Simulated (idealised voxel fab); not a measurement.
process module | voxel gate over fins
cross-section cut | 215 nm wide | cells 5 nm
A cross-section is a grid of square cells, given in bands from the top down. A band is one or more rows of cells.
Each band's line starts with the height of the band's top and of its bottom, in nm. Then come its materials from left to right, each with its width in nm. One material with "throughout" fills the band from edge to edge. "air" is empty space.
Height 0 is the level under which the wafer as received is all one material. The lowest band goes on downwards, as in "0 down".
A width such as "30 to 40" changes by the same amount from each row of cells to the next, from the band's top row to its bottom row.
"no change" after a step means that no cell of the cross-section changed.
closed voids: empty space of 8 cells or more with no open way to the top, each as width x height at its distance from the left edge, in nm
after a step's settings: what the simulator itself notes on the step
overlay nm, on a step with a mask: how far to the right of its planned place the mask lay; to the left if negative
plan
1 op RECEIVE | material Si
2 op CONFORMAL_DEP | material SiN | thk nm 10
3 op DIRECTIONAL_DEP | material aC | thk nm 10
4 op PATTERN | tone cover | mask id FINS | material resist | width nm 15 | pitch nm 45 | thk nm 25 | overlay nm 0
5 op DIRECTIONAL_ETCH | etch materials aC | depth nm 5
6 op STRIP | etch materials resist
7 op DIRECTIONAL_ETCH | etch materials SiN | depth nm 10
8 op DIRECTIONAL_ETCH | etch materials Si | depth nm 35
9 op STRIP | etch materials aC
10 op FILL_DEP | material SiO2 | thk nm 15
11 op CMP | height nm 10
12 op SELECTIVE_ETCH | etch materials SiO2 | depth nm 25
13 op STRIP | etch materials SiN
14 op CONFORMAL_DEP | material HfO2 | thk nm 5
15 op CONFORMAL_DEP | material TiN | thk nm 5
16 op FILL_DEP | material W | thk nm 10
17 op CMP | height nm 15
18 op CONFORMAL_DEP | material SiCN | thk nm 10
varied across the wafers: depth nm of step 5. The plan shows the first wafer's value. All wafers start alike
first wafer as received, after step 1
  0 down: Si throughout
  closed voids: none
first wafer at the end, after step 18
  25 to 15: SiCN throughout
  15 to 10: W throughout
  10 to 5: TiN throughout
  5 to 0: HfO2 throughout
  0 down: Si throughout
  closed voids: none
last wafer at the end
  25 to 15: SiCN throughout
  15 to 10: W throughout
  10 to 5: W 45 | TiN 35 | W 10 | TiN 35 | W 10 | TiN 35 | W 45
  5 to 0: W 45 | TiN 5 | HfO2 25 | TiN 5 | W 10 | TiN 5 | HfO2 25 | TiN 5 | W 10 | TiN 5 | HfO2 25 | TiN 5 | W 45
  0 to -5: W 45 | TiN 5 | HfO2 5 | Si 15 | HfO2 5 | TiN 5 | W 10 | TiN 5 | HfO2 5 | Si 15 | HfO2 5 | TiN 5 | W 10 | TiN 5 | HfO2 5 | Si 15 | HfO2 5 | TiN 5 | W 45
  -5 to -10: TiN 50 | HfO2 5 | Si 15 | HfO2 5 | TiN 20 | HfO2 5 | Si 15 | HfO2 5 | TiN 20 | HfO2 5 | Si 15 | HfO2 5 | TiN 50
  -10 to -15: HfO2 55 | Si 15 | HfO2 30 | Si 15 | HfO2 30 | Si 15 | HfO2 55
  -15 to -35: SiO2 55 | Si 15 | SiO2 30 | Si 15 | SiO2 30 | Si 15 | SiO2 55
  -35 down: Si throughout
  closed voids: none
each wafer at the end: cells of each material gained (+) or lost (-) since it was received, then its closed voids
depth nm 5 | +43 HfO2 | +86 SiCN | +43 TiN | +43 W | closed voids: none
depth nm 10 | +61 HfO2 | -238 Si | +86 SiCN | +136 SiO2 | +61 TiN | +109 W | closed voids: none
depth nm 15 | +61 HfO2 | -238 Si | +86 SiCN | +136 SiO2 | +61 TiN | +109 W | closed voids: none
depth nm 20 | +61 HfO2 | -238 Si | +86 SiCN | +136 SiO2 | +61 TiN | +109 W | closed voids: none
depth nm 25 | +61 HfO2 | -238 Si | +86 SiCN | +136 SiO2 | +61 TiN | +109 W | closed voids: none
